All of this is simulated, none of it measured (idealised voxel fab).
process module | voxel wiring stack
cross-section cut | 245 nm wide | cells 5 nm
A cross-section is a grid of square cells, given in bands from the top down. A band is one or more rows of cells.
Each band's line starts with the height of the band's top and of its bottom, in nm. Then come its materials from left to right, each with its width in nm. One material with "throughout" fills the band from edge to edge. "air" is empty space.
Height 0 is the level under which the wafer as received is all one material. The lowest band goes on downwards, as in "0 down".
A width such as "30 to 40" changes by the same amount from each row of cells to the next, from the band's top row to its bottom row.
"no change" after a step means that no cell of the cross-section changed.
closed voids: empty space of 8 cells or more with no open way to the top, each as width x height at its distance from the left edge, in nm
after a step's settings: what the simulator itself notes on the step
overlay nm, on a step with a mask: how far to the right of its planned place the mask lay; to the left if negative
plan
1 op RECEIVE | material Si
2 op CONFORMAL_DEP | material SiO2 | thk nm 15
3 op DIRECTIONAL_DEP | material TiN | thk nm 5
4 op DIRECTIONAL_DEP | material Ru | thk nm 15
5 op MASKED_ETCH | tone cover | mask id METAL_1 | width nm 30 | pitch nm 60 | etch materials Ru | depth nm 15 | overlay nm 0
6 op MASKED_ETCH | tone cover | mask id METAL_1 | width nm 30 | pitch nm 60 | etch materials TiN | depth nm 5 | overlay nm 0
7 op CONFORMAL_DEP | material SiCN | thk nm 5
8 op FILL_DEP | material SiO2 | thk nm 5
9 op CMP | height nm 35
10 op CONFORMAL_DEP | material SiCN | thk nm 5
11 op DIRECTIONAL_DEP | material lowk | thk nm 25
12 op PATTERN | tone open | mask id METAL_2 | material resist | width nm 30 | pitch nm 60 | thk nm 20 | overlay nm 0
13 op DIRECTIONAL_ETCH | etch materials lowk | depth nm 15
14 op STRIP | etch materials resist
15 op PATTERN | tone open | mask id METAL_2_HOLES | material resist | width nm 15 | pitch nm 120 | thk nm 15 | overlay nm 0
16 op DIRECTIONAL_ETCH | etch materials lowk | depth nm 10
17 op DIRECTIONAL_ETCH | etch materials SiCN | depth nm 5
18 op STRIP | etch materials resist
19 op CONFORMAL_DEP | material TiN | thk nm 5
20 op FILL_DEP | material Cu | thk nm 5
21 op CMP | height nm 65
22 op CONFORMAL_DEP | material SiCN | thk nm 5
23 op DIRECTIONAL_DEP | material SiO2 | thk nm 30
24 op MASKED_ETCH | tone open | mask id METAL_3 | width nm 30 | pitch nm 60 | etch materials SiO2 | depth nm 15 | overlay nm 0
25 op DIRECTIONAL_DEP | material aC | thk nm 10
26 op PATTERN | tone open | mask id METAL_3_HOLES | material resist | width nm 15 | pitch nm 120 | thk nm 25 | overlay nm 0
27 op DIRECTIONAL_ETCH | etch materials aC | depth nm 10
28 op STRIP | etch materials resist
29 op DIRECTIONAL_ETCH | etch materials SiO2 | depth nm 15
30 op DIRECTIONAL_ETCH | etch materials SiCN | depth nm 5
31 op STRIP | etch materials aC
32 op CONFORMAL_DEP | material TiN | thk nm 5
33 op FILL_DEP | material Cu | thk nm 10
34 op CMP | height nm 100
35 op CONFORMAL_DEP | material SiCN | thk nm 5
36 op DIRECTIONAL_DEP | material lowk | thk nm 10
37 op MASKED_ETCH | tone open | mask id PLUG_3 | width nm 15 | pitch nm 60 | etch materials lowk | depth nm 10 | overlay nm 0
38 op MASKED_ETCH | tone open | mask id PLUG_3 | width nm 15 | pitch nm 60 | etch materials SiCN | depth nm 5 | overlay nm 0
39 op CONFORMAL_DEP | material TiN | thk nm 5
40 op FILL_DEP | material Cu | thk nm 5
41 op CMP | height nm 115
42 op CONFORMAL_DEP | material SiN | thk nm 5
43 op DIRECTIONAL_DEP | material SiO2 | thk nm 25
44 op PATTERN | tone open | mask id METAL_4 | material resist | width nm 30 | pitch nm 60 | thk nm 15 | overlay nm 0
45 op DIRECTIONAL_ETCH | etch materials SiO2 | depth nm 25
46 op DIRECTIONAL_ETCH | etch materials SiN | depth nm 5
47 op STRIP | etch materials resist
48 op CONFORMAL_DEP | material TiN | thk nm 5
49 op FILL_DEP | material W | thk nm 10
50 op CMP | height nm 145
51 op EPI | material Ru | thk nm 5
52 op FILL_DEP | material SiCN | thk nm 5
first wafer, as planned
as received, after step 1
  0 down: Si throughout
  closed voids: none
after step 2
  15 to 0: SiO2 throughout
  below 0: unchanged
after step 3
  20 to 15: TiN throughout
  below 15: unchanged
after step 4
  35 to 20: Ru throughout
  below 20: unchanged
after step 5
  35 to 20: air 45 | Ru 30 | air 30 | Ru 30 | air 30 | Ru 30 | air 50
  below 20: unchanged
after step 6
  35 to 20: air 45 | Ru 30 | air 30 | Ru 30 | air 30 | Ru 30 | air 50
  20 to 15: air 45 | TiN 30 | air 30 | TiN 30 | air 30 | TiN 30 | air 50
  below 15: unchanged
after step 7
  40 to 35: air 40 | SiCN 40 | air 20 | SiCN 40 | air 20 | SiCN 40 | air 45
  35 to 20: air 40 | SiCN 5 | Ru 30 | SiCN 5 | air 20 | SiCN 5 | Ru 30 | SiCN 5 | air 20 | SiCN 5 | Ru 30 | SiCN 5 | air 45
  20 to 15: SiCN 45 | TiN 30 | SiCN 30 | TiN 30 | SiCN 30 | TiN 30 | SiCN 50
  below 15: unchanged
after step 8
  45 to 40: SiO2 throughout
  40 to 35: SiO2 40 | SiCN 40 | SiO2 20 | SiCN 40 | SiO2 20 | SiCN 40 | SiO2 45
  35 to 20: SiO2 40 | SiCN 5 | Ru 30 | SiCN 5 | SiO2 20 | SiCN 5 | Ru 30 | SiCN 5 | SiO2 20 | SiCN 5 | Ru 30 | SiCN 5 | SiO2 45
  below 20: unchanged
after step 9
  35 to 20: SiO2 40 | SiCN 5 | Ru 30 | SiCN 5 | SiO2 20 | SiCN 5 | Ru 30 | SiCN 5 | SiO2 20 | SiCN 5 | Ru 30 | SiCN 5 | SiO2 45
  below 20: unchanged
after step 10
  40 to 35: SiCN throughout
  below 35: unchanged
after step 11
  65 to 40: lowk throughout
  below 40: unchanged
after step 12
  85 to 65: resist 45 | air 30 | resist 30 | air 30 | resist 30 | air 30 | resist 50
  below 65: unchanged
after step 13
  85 to 65: resist 45 | air 30 | resist 30 | air 30 | resist 30 | air 30 | resist 50
  65 to 50: lowk 45 | air 30 | lowk 30 | air 30 | lowk 30 | air 30 | lowk 50
  below 50: unchanged
after step 14
  65 to 50: lowk 45 | air 30 | lowk 30 | air 30 | lowk 30 | air 30 | lowk 50
  below 50: unchanged
after step 15
  80 to 65: resist 45 | air 15 | resist 105 | air 15 | resist 65
  65 to 50: lowk 45 | air 15 | resist 15 | lowk 30 | resist 30 | lowk 30 | air 15 | resist 15 | lowk 50
  below 50: unchanged
after step 16
  80 to 65: resist 45 | air 15 | resist 105 | air 15 | resist 65
  65 to 50: lowk 45 | air 15 | resist 15 | lowk 30 | resist 30 | lowk 30 | air 15 | resist 15 | lowk 50
  50 to 40: lowk 45 | air 15 | lowk 105 | air 15 | lowk 65
  below 40: unchanged
after step 17
  80 to 65: resist 45 | air 15 | resist 105 | air 15 | resist 65
  65 to 50: lowk 45 | air 15 | resist 15 | lowk 30 | resist 30 | lowk 30 | air 15 | resist 15 | lowk 50
  50 to 40: lowk 45 | air 15 | lowk 105 | air 15 | lowk 65
  40 to 35: SiCN 45 | air 15 | SiCN 105 | air 15 | SiCN 65
  below 35: unchanged
after step 18
  65 to 50: lowk 45 | air 30 | lowk 30 | air 30 | lowk 30 | air 30 | lowk 50
  below 50: unchanged
after step 19
  70 to 65: TiN 50 | air 20 | TiN 40 | air 20 | TiN 40 | air 20 | TiN 55
  65 to 55: lowk 45 | TiN 5 | air 20 | TiN 5 | lowk 30 | TiN 5 | air 20 | TiN 5 | lowk 30 | TiN 5 | air 20 | TiN 5 | lowk 50
  55 to 50: lowk 45 | TiN 5 | air 5 | TiN 20 | lowk 30 | TiN 30 | lowk 30 | TiN 5 | air 5 | TiN 20 | lowk 50
  50 to 40: lowk 45 | TiN 5 | air 5 | TiN 5 | lowk 105 | TiN 5 | air 5 | TiN 5 | lowk 65
  40 to 35: SiCN 45 | TiN 15 | SiCN 105 | TiN 15 | SiCN 65
  below 35: unchanged
after step 20
  75 to 70: Cu throughout
  70 to 65: TiN 50 | Cu 20 | TiN 40 | Cu 20 | TiN 40 | Cu 20 | TiN 55
  65 to 55: lowk 45 | TiN 5 | Cu 20 | TiN 5 | lowk 30 | TiN 5 | Cu 20 | TiN 5 | lowk 30 | TiN 5 | Cu 20 | TiN 5 | lowk 50
  55 to 50: lowk 45 | TiN 5 | Cu 5 | TiN 20 | lowk 30 | TiN 30 | lowk 30 | TiN 5 | Cu 5 | TiN 20 | lowk 50
  50 to 40: lowk 45 | TiN 5 | Cu 5 | TiN 5 | lowk 105 | TiN 5 | Cu 5 | TiN 5 | lowk 65
  below 40: unchanged
after step 21
  65 to 55: lowk 45 | TiN 5 | Cu 20 | TiN 5 | lowk 30 | TiN 5 | Cu 20 | TiN 5 | lowk 30 | TiN 5 | Cu 20 | TiN 5 | lowk 50
  below 55: unchanged
after step 22
  70 to 65: SiCN throughout
  below 65: unchanged
after step 23
  100 to 70: SiO2 throughout
  below 70: unchanged
after step 24
  100 to 85: SiO2 45 | air 30 | SiO2 30 | air 30 | SiO2 30 | air 30 | SiO2 50
  below 85: unchanged
after step 25
  110 to 100: aC 45 | air 30 | aC 30 | air 30 | aC 30 | air 30 | aC 50
  100 to 95: SiO2 45 | air 30 | SiO2 30 | air 30 | SiO2 30 | air 30 | SiO2 50
  95 to 85: SiO2 45 | aC 30 | SiO2 30 | aC 30 | SiO2 30 | aC 30 | SiO2 50
  below 85: unchanged
after step 26
  135 to 110: resist 45 | air 15 | resist 105 | air 15 | resist 65
  110 to 100: aC 45 | air 15 | resist 15 | aC 30 | resist 30 | aC 30 | air 15 | resist 15 | aC 50
  100 to 95: SiO2 45 | air 15 | resist 15 | SiO2 30 | resist 30 | SiO2 30 | air 15 | resist 15 | SiO2 50
  below 95: unchanged
after step 27
  125 to 110: resist 45 | air 15 | resist 105 | air 15 | resist 65
  110 to 100: aC 45 | air 15 | resist 15 | aC 30 | resist 30 | aC 30 | air 15 | resist 15 | aC 50
  100 to 95: SiO2 45 | air 15 | resist 15 | SiO2 30 | resist 30 | SiO2 30 | air 15 | resist 15 | SiO2 50
  95 to 85: SiO2 45 | air 15 | aC 15 | SiO2 30 | aC 30 | SiO2 30 | air 15 | aC 15 | SiO2 50
  below 85: unchanged
after step 28
  110 to 100: aC 45 | air 30 | aC 30 | air 30 | aC 30 | air 30 | aC 50
  100 to 95: SiO2 45 | air 30 | SiO2 30 | air 30 | SiO2 30 | air 30 | SiO2 50
  below 95: unchanged
after step 29
  110 to 100: aC 45 | air 30 | aC 30 | air 30 | aC 30 | air 30 | aC 50
  100 to 95: SiO2 45 | air 30 | SiO2 30 | air 30 | SiO2 30 | air 30 | SiO2 50
  95 to 85: SiO2 45 | air 15 | aC 15 | SiO2 30 | aC 30 | SiO2 30 | air 15 | aC 15 | SiO2 50
  85 to 70: SiO2 45 | air 15 | SiO2 105 | air 15 | SiO2 65
  below 70: unchanged
after step 30
  110 to 100: aC 45 | air 30 | aC 30 | air 30 | aC 30 | air 30 | aC 50
  100 to 95: SiO2 45 | air 30 | SiO2 30 | air 30 | SiO2 30 | air 30 | SiO2 50
  95 to 85: SiO2 45 | air 15 | aC 15 | SiO2 30 | aC 30 | SiO2 30 | air 15 | aC 15 | SiO2 50
  85 to 70: SiO2 45 | air 15 | SiO2 105 | air 15 | SiO2 65
  70 to 65: SiCN 45 | air 15 | SiCN 105 | air 15 | SiCN 65
  below 65: unchanged
after step 31
  100 to 85: SiO2 45 | air 30 | SiO2 30 | air 30 | SiO2 30 | air 30 | SiO2 50
  below 85: unchanged
after step 32
  105 to 100: TiN 50 | air 20 | TiN 40 | air 20 | TiN 40 | air 20 | TiN 55
  100 to 90: SiO2 45 | TiN 5 | air 20 | TiN 5 | SiO2 30 | TiN 5 | air 20 | TiN 5 | SiO2 30 | TiN 5 | air 20 | TiN 5 | SiO2 50
  90 to 85: SiO2 45 | TiN 5 | air 5 | TiN 20 | SiO2 30 | TiN 30 | SiO2 30 | TiN 5 | air 5 | TiN 20 | SiO2 50
  85 to 70: SiO2 45 | TiN 5 | air 5 | TiN 5 | SiO2 105 | TiN 5 | air 5 | TiN 5 | SiO2 65
  70 to 65: SiCN 45 | TiN 15 | SiCN 105 | TiN 15 | SiCN 65
  below 65: unchanged
after step 33
  115 to 105: Cu throughout
  105 to 100: TiN 50 | Cu 20 | TiN 40 | Cu 20 | TiN 40 | Cu 20 | TiN 55
  100 to 90: SiO2 45 | TiN 5 | Cu 20 | TiN 5 | SiO2 30 | TiN 5 | Cu 20 | TiN 5 | SiO2 30 | TiN 5 | Cu 20 | TiN 5 | SiO2 50
  90 to 85: SiO2 45 | TiN 5 | Cu 5 | TiN 20 | SiO2 30 | TiN 30 | SiO2 30 | TiN 5 | Cu 5 | TiN 20 | SiO2 50
  85 to 70: SiO2 45 | TiN 5 | Cu 5 | TiN 5 | SiO2 105 | TiN 5 | Cu 5 | TiN 5 | SiO2 65
  below 70: unchanged
after step 34
  100 to 90: SiO2 45 | TiN 5 | Cu 20 | TiN 5 | SiO2 30 | TiN 5 | Cu 20 | TiN 5 | SiO2 30 | TiN 5 | Cu 20 | TiN 5 | SiO2 50
  below 90: unchanged
after step 35
  105 to 100: SiCN throughout
  below 100: unchanged
after step 36
  115 to 105: lowk throughout
  below 105: unchanged
after step 37
  115 to 105: lowk 45 | air 15 | lowk 45 | air 15 | lowk 45 | air 15 | lowk 65
  below 105: unchanged
after step 38
  115 to 105: lowk 45 | air 15 | lowk 45 | air 15 | lowk 45 | air 15 | lowk 65
  105 to 100: SiCN 45 | air 15 | SiCN 45 | air 15 | SiCN 45 | air 15 | SiCN 65
  below 100: unchanged
after step 39
  120 to 115: TiN 50 | air 5 | TiN 55 | air 5 | TiN 55 | air 5 | TiN 70
  115 to 105: lowk 45 | TiN 5 | air 5 | TiN 5 | lowk 45 | TiN 5 | air 5 | TiN 5 | lowk 45 | TiN 5 | air 5 | TiN 5 | lowk 65
  105 to 100: SiCN 45 | TiN 15 | SiCN 45 | TiN 15 | SiCN 45 | TiN 15 | SiCN 65
  below 100: unchanged
after step 40
  125 to 120: Cu throughout
  120 to 115: TiN 50 | Cu 5 | TiN 55 | Cu 5 | TiN 55 | Cu 5 | TiN 70
  115 to 105: lowk 45 | TiN 5 | Cu 5 | TiN 5 | lowk 45 | TiN 5 | Cu 5 | TiN 5 | lowk 45 | TiN 5 | Cu 5 | TiN 5 | lowk 65
  below 105: unchanged
after step 41
  115 to 105: lowk 45 | TiN 5 | Cu 5 | TiN 5 | lowk 45 | TiN 5 | Cu 5 | TiN 5 | lowk 45 | TiN 5 | Cu 5 | TiN 5 | lowk 65
  below 105: unchanged
after step 42
  120 to 115: SiN throughout
  below 115: unchanged
after step 43
  145 to 120: SiO2 throughout
  below 120: unchanged
after step 44
  160 to 145: resist 45 | air 30 | resist 30 | air 30 | resist 30 | air 30 | resist 50
  below 145: unchanged
after step 45
  160 to 145: resist 45 | air 30 | resist 30 | air 30 | resist 30 | air 30 | resist 50
  145 to 120: SiO2 45 | air 30 | SiO2 30 | air 30 | SiO2 30 | air 30 | SiO2 50
  below 120: unchanged
after step 46
  160 to 145: resist 45 | air 30 | resist 30 | air 30 | resist 30 | air 30 | resist 50
  145 to 120: SiO2 45 | air 30 | SiO2 30 | air 30 | SiO2 30 | air 30 | SiO2 50
  120 to 115: SiN 45 | air 30 | SiN 30 | air 30 | SiN 30 | air 30 | SiN 50
  below 115: unchanged
after step 47
  145 to 120: SiO2 45 | air 30 | SiO2 30 | air 30 | SiO2 30 | air 30 | SiO2 50
  below 120: unchanged
after step 48
  150 to 145: TiN 50 | air 20 | TiN 40 | air 20 | TiN 40 | air 20 | TiN 55
  145 to 120: SiO2 45 | TiN 5 | air 20 | TiN 5 | SiO2 30 | TiN 5 | air 20 | TiN 5 | SiO2 30 | TiN 5 | air 20 | TiN 5 | SiO2 50
  120 to 115: SiN 45 | TiN 30 | SiN 30 | TiN 30 | SiN 30 | TiN 30 | SiN 50
  below 115: unchanged
after step 49
  160 to 150: W throughout
  150 to 145: TiN 50 | W 20 | TiN 40 | W 20 | TiN 40 | W 20 | TiN 55
  145 to 120: SiO2 45 | TiN 5 | W 20 | TiN 5 | SiO2 30 | TiN 5 | W 20 | TiN 5 | SiO2 30 | TiN 5 | W 20 | TiN 5 | SiO2 50
  below 120: unchanged
after step 50
  145 to 120: SiO2 45 | TiN 5 | W 20 | TiN 5 | SiO2 30 | TiN 5 | W 20 | TiN 5 | SiO2 30 | TiN 5 | W 20 | TiN 5 | SiO2 50
  below 120: unchanged
after step 51
  150 to 145: air 40 | Ru 40 | air 20 | Ru 40 | air 20 | Ru 40 | air 45
  below 145: unchanged
after step 52
  155 to 150: SiCN throughout
  150 to 145: SiCN 40 | Ru 40 | SiCN 20 | Ru 40 | SiCN 20 | Ru 40 | SiCN 45
  below 145: unchanged
second wafer: like start, like plan, one mistake. Through step 22 it matches the first wafer
when step 23 should have ended
  130 to 70: SiO2 throughout
  below 70: unchanged
when step 24 should have ended
  130 to 115: SiO2 45 | air 30 | SiO2 30 | air 30 | SiO2 30 | air 30 | SiO2 50
  below 115: unchanged
when step 25 should have ended
  140 to 130: aC 45 | air 30 | aC 30 | air 30 | aC 30 | air 30 | aC 50
  130 to 125: SiO2 45 | air 30 | SiO2 30 | air 30 | SiO2 30 | air 30 | SiO2 50
  125 to 115: SiO2 45 | aC 30 | SiO2 30 | aC 30 | SiO2 30 | aC 30 | SiO2 50
  below 115: unchanged
when step 26 should have ended
  165 to 140: resist 45 | air 15 | resist 105 | air 15 | resist 65
  140 to 130: aC 45 | air 15 | resist 15 | aC 30 | resist 30 | aC 30 | air 15 | resist 15 | aC 50
  130 to 125: SiO2 45 | air 15 | resist 15 | SiO2 30 | resist 30 | SiO2 30 | air 15 | resist 15 | SiO2 50
  below 125: unchanged
when step 27 should have ended
  155 to 140: resist 45 | air 15 | resist 105 | air 15 | resist 65
  140 to 130: aC 45 | air 15 | resist 15 | aC 30 | resist 30 | aC 30 | air 15 | resist 15 | aC 50
  130 to 125: SiO2 45 | air 15 | resist 15 | SiO2 30 | resist 30 | SiO2 30 | air 15 | resist 15 | SiO2 50
  125 to 115: SiO2 45 | air 15 | aC 15 | SiO2 30 | aC 30 | SiO2 30 | air 15 | aC 15 | SiO2 50
  below 115: unchanged
when step 28 should have ended
  140 to 130: aC 45 | air 30 | aC 30 | air 30 | aC 30 | air 30 | aC 50
  130 to 125: SiO2 45 | air 30 | SiO2 30 | air 30 | SiO2 30 | air 30 | SiO2 50
  below 125: unchanged
when step 29 should have ended
  140 to 130: aC 45 | air 30 | aC 30 | air 30 | aC 30 | air 30 | aC 50
  130 to 125: SiO2 45 | air 30 | SiO2 30 | air 30 | SiO2 30 | air 30 | SiO2 50
  125 to 115: SiO2 45 | air 15 | aC 15 | SiO2 30 | aC 30 | SiO2 30 | air 15 | aC 15 | SiO2 50
  115 to 100: SiO2 45 | air 15 | SiO2 105 | air 15 | SiO2 65
  below 100: unchanged
when step 30 should have ended: no change
when step 31 should have ended
  130 to 115: SiO2 45 | air 30 | SiO2 30 | air 30 | SiO2 30 | air 30 | SiO2 50
  below 115: unchanged
when step 32 should have ended
  135 to 130: TiN 50 | air 20 | TiN 40 | air 20 | TiN 40 | air 20 | TiN 55
  130 to 120: SiO2 45 | TiN 5 | air 20 | TiN 5 | SiO2 30 | TiN 5 | air 20 | TiN 5 | SiO2 30 | TiN 5 | air 20 | TiN 5 | SiO2 50
  120 to 115: SiO2 45 | TiN 5 | air 5 | TiN 20 | SiO2 30 | TiN 30 | SiO2 30 | TiN 5 | air 5 | TiN 20 | SiO2 50
  115 to 105: SiO2 45 | TiN 5 | air 5 | TiN 5 | SiO2 105 | TiN 5 | air 5 | TiN 5 | SiO2 65
  105 to 100: SiO2 45 | TiN 15 | SiO2 105 | TiN 15 | SiO2 65
  below 100: unchanged
when step 33 should have ended
  145 to 135: Cu throughout
  135 to 130: TiN 50 | Cu 20 | TiN 40 | Cu 20 | TiN 40 | Cu 20 | TiN 55
  130 to 120: SiO2 45 | TiN 5 | Cu 20 | TiN 5 | SiO2 30 | TiN 5 | Cu 20 | TiN 5 | SiO2 30 | TiN 5 | Cu 20 | TiN 5 | SiO2 50
  120 to 115: SiO2 45 | TiN 5 | Cu 5 | TiN 20 | SiO2 30 | TiN 30 | SiO2 30 | TiN 5 | Cu 5 | TiN 20 | SiO2 50
  115 to 105: SiO2 45 | TiN 5 | Cu 5 | TiN 5 | SiO2 105 | TiN 5 | Cu 5 | TiN 5 | SiO2 65
  below 105: unchanged
when step 34 should have ended
  100 to 70: SiO2 throughout
  below 70: unchanged
when step 35 should have ended
  105 to 100: SiCN throughout
  below 100: unchanged
when step 36 should have ended
  115 to 105: lowk throughout
  below 105: unchanged
when step 37 should have ended
  115 to 105: lowk 45 | air 15 | lowk 45 | air 15 | lowk 45 | air 15 | lowk 65
  below 105: unchanged
when step 38 should have ended
  115 to 105: lowk 45 | air 15 | lowk 45 | air 15 | lowk 45 | air 15 | lowk 65
  105 to 100: SiCN 45 | air 15 | SiCN 45 | air 15 | SiCN 45 | air 15 | SiCN 65
  below 100: unchanged
when step 39 should have ended
  120 to 115: TiN 50 | air 5 | TiN 55 | air 5 | TiN 55 | air 5 | TiN 70
  115 to 105: lowk 45 | TiN 5 | air 5 | TiN 5 | lowk 45 | TiN 5 | air 5 | TiN 5 | lowk 45 | TiN 5 | air 5 | TiN 5 | lowk 65
  105 to 100: SiCN 45 | TiN 15 | SiCN 45 | TiN 15 | SiCN 45 | TiN 15 | SiCN 65
  below 100: unchanged
when step 40 should have ended
  125 to 120: Cu throughout
  120 to 115: TiN 50 | Cu 5 | TiN 55 | Cu 5 | TiN 55 | Cu 5 | TiN 70
  115 to 105: lowk 45 | TiN 5 | Cu 5 | TiN 5 | lowk 45 | TiN 5 | Cu 5 | TiN 5 | lowk 45 | TiN 5 | Cu 5 | TiN 5 | lowk 65
  below 105: unchanged
when step 41 should have ended
  115 to 105: lowk 45 | TiN 5 | Cu 5 | TiN 5 | lowk 45 | TiN 5 | Cu 5 | TiN 5 | lowk 45 | TiN 5 | Cu 5 | TiN 5 | lowk 65
  below 105: unchanged
when step 42 should have ended
  120 to 115: SiN throughout
  below 115: unchanged
when step 43 should have ended
  145 to 120: SiO2 throughout
  below 120: unchanged
when step 44 should have ended
  160 to 145: resist 45 | air 30 | resist 30 | air 30 | resist 30 | air 30 | resist 50
  below 145: unchanged
when step 45 should have ended
  160 to 145: resist 45 | air 30 | resist 30 | air 30 | resist 30 | air 30 | resist 50
  145 to 120: SiO2 45 | air 30 | SiO2 30 | air 30 | SiO2 30 | air 30 | SiO2 50
  below 120: unchanged
when step 46 should have ended
  160 to 145: resist 45 | air 30 | resist 30 | air 30 | resist 30 | air 30 | resist 50
  145 to 120: SiO2 45 | air 30 | SiO2 30 | air 30 | SiO2 30 | air 30 | SiO2 50
  120 to 115: SiN 45 | air 30 | SiN 30 | air 30 | SiN 30 | air 30 | SiN 50
  below 115: unchanged
when step 47 should have ended
  145 to 120: SiO2 45 | air 30 | SiO2 30 | air 30 | SiO2 30 | air 30 | SiO2 50
  below 120: unchanged
when step 48 should have ended
  150 to 145: TiN 50 | air 20 | TiN 40 | air 20 | TiN 40 | air 20 | TiN 55
  145 to 120: SiO2 45 | TiN 5 | air 20 | TiN 5 | SiO2 30 | TiN 5 | air 20 | TiN 5 | SiO2 30 | TiN 5 | air 20 | TiN 5 | SiO2 50
  120 to 115: SiN 45 | TiN 30 | SiN 30 | TiN 30 | SiN 30 | TiN 30 | SiN 50
  below 115: unchanged
when step 49 should have ended
  160 to 150: W throughout
  150 to 145: TiN 50 | W 20 | TiN 40 | W 20 | TiN 40 | W 20 | TiN 55
  145 to 120: SiO2 45 | TiN 5 | W 20 | TiN 5 | SiO2 30 | TiN 5 | W 20 | TiN 5 | SiO2 30 | TiN 5 | W 20 | TiN 5 | SiO2 50
  below 120: unchanged
when step 50 should have ended
  145 to 120: SiO2 45 | TiN 5 | W 20 | TiN 5 | SiO2 30 | TiN 5 | W 20 | TiN 5 | SiO2 30 | TiN 5 | W 20 | TiN 5 | SiO2 50
  below 120: unchanged
when step 51 should have ended
  150 to 145: air 40 | Ru 40 | air 20 | Ru 40 | air 20 | Ru 40 | air 45
  below 145: unchanged
when step 52 should have ended
  155 to 150: SiCN throughout
  150 to 145: SiCN 40 | Ru 40 | SiCN 20 | Ru 40 | SiCN 20 | Ru 40 | SiCN 45
  below 145: unchanged
what went wrong: step 23 was run twice
at the end the second wafer has, in cells: 32 fewer of Cu | 6 more of SiCN | 72 more of SiO2 | 46 fewer of TiN
